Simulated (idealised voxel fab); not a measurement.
The following process module bears the name voxel ribs on slabs.
This is section cut - it's 270 nm across, gridded in 5 nm square cells.
For the purposes of this document, a cross-section shall be understood as a grid of square cells, specified as bands listed in top-to-bottom order, each band consisting of one or more rows of cells.
Band: top height; bottom height; in nm. Then, left to right: material with width in nm, for each material. "full width": a single material spanning edge to edge. "empty": empty space.
Beneath 0, the wafer as received is one material, and that level is where height counting begins. The lowest band goes on downward without a bottom; it is written like "top 0, no bottom".
The expression "30 to 40" gives the width at the extremes of the band, the first number at its top row of cells and the second at its bottom row, with the width changing by equal amounts from each row to the next in between.
Where a step carries "nothing changed", the cross-section came out of it unchanged, cell for cell.
Entry "Sealed void list". Content: empty spaces with no open connection to the top, size 8 cells or greater. Each: width x height at distance. Distance: from left edge. Unit: nm.
Text after the settings on a step's line: the simulator's own remark on that step.
The line of a step may include "overlay nm". On a step with a mask, this value is how far to the right of its planned place the mask lay. A negative value means the mask lay to the left.
These are the steps we planned for the process:
1. RECEIVE with material Si
2. DIRECTIONAL_DEP with material SiO2, thk nm 30
3. DIRECTIONAL_DEP with material SiN, thk nm 20
4. MASKED_ETCH with tone cover, mask id RIB, width nm 20, etch materials SiN, depth nm 15, overlay nm 0
5. MASKED_ETCH with tone cover, mask id SLAB, width nm 50, etch materials SiN, depth nm 5, overlay nm 0
6. FILL_DEP with material SiO2, thk nm 20
7. CMP with height nm 65
8. DIRECTIONAL_DEP with material TiN, thk nm 5
9. DIRECTIONAL_DEP with material aC, thk nm 15
10. PATTERN with tone cover, mask id HEATER, material resist, width nm 30, thk nm 35, overlay nm 0
11. DIRECTIONAL_ETCH with etch materials aC, depth nm 15
12. STRIP with etch materials resist
13. DIRECTIONAL_ETCH with etch materials TiN, depth nm 5
14. STRIP with etch materials aC
15. CONFORMAL_DEP with material SiO2, thk nm 5
Incoming wafer in cross-section (state: after step 1):
* top 0, no bottom: Si full width
* Sealed void list: none
Cross-sectional result after module completion. Note: starting condition and plan are unchanged from above; one processing mistake was made:
* top 75, bottom 70: empty (120), then SiO2 (35), then empty (115)
* top 70, bottom 65: SiO2 (125), then TiN (25), then SiO2 (120)
* top 65, bottom 50: SiO2 full width
* top 50, bottom 35: SiO2 (125), then SiN (20), then SiO2 (125)
* top 35, bottom 30: SiO2 (110), then SiN (50), then SiO2 (110)
* top 30, bottom 0: SiO2 full width
* top 0, no bottom: Si full width
* Sealed void list: none
Processing error: rather than as planned, step 10 actually ran as PATTERN with tone cover, mask id HEATER, material resist, width nm 25, thk nm 35, overlay nm 0
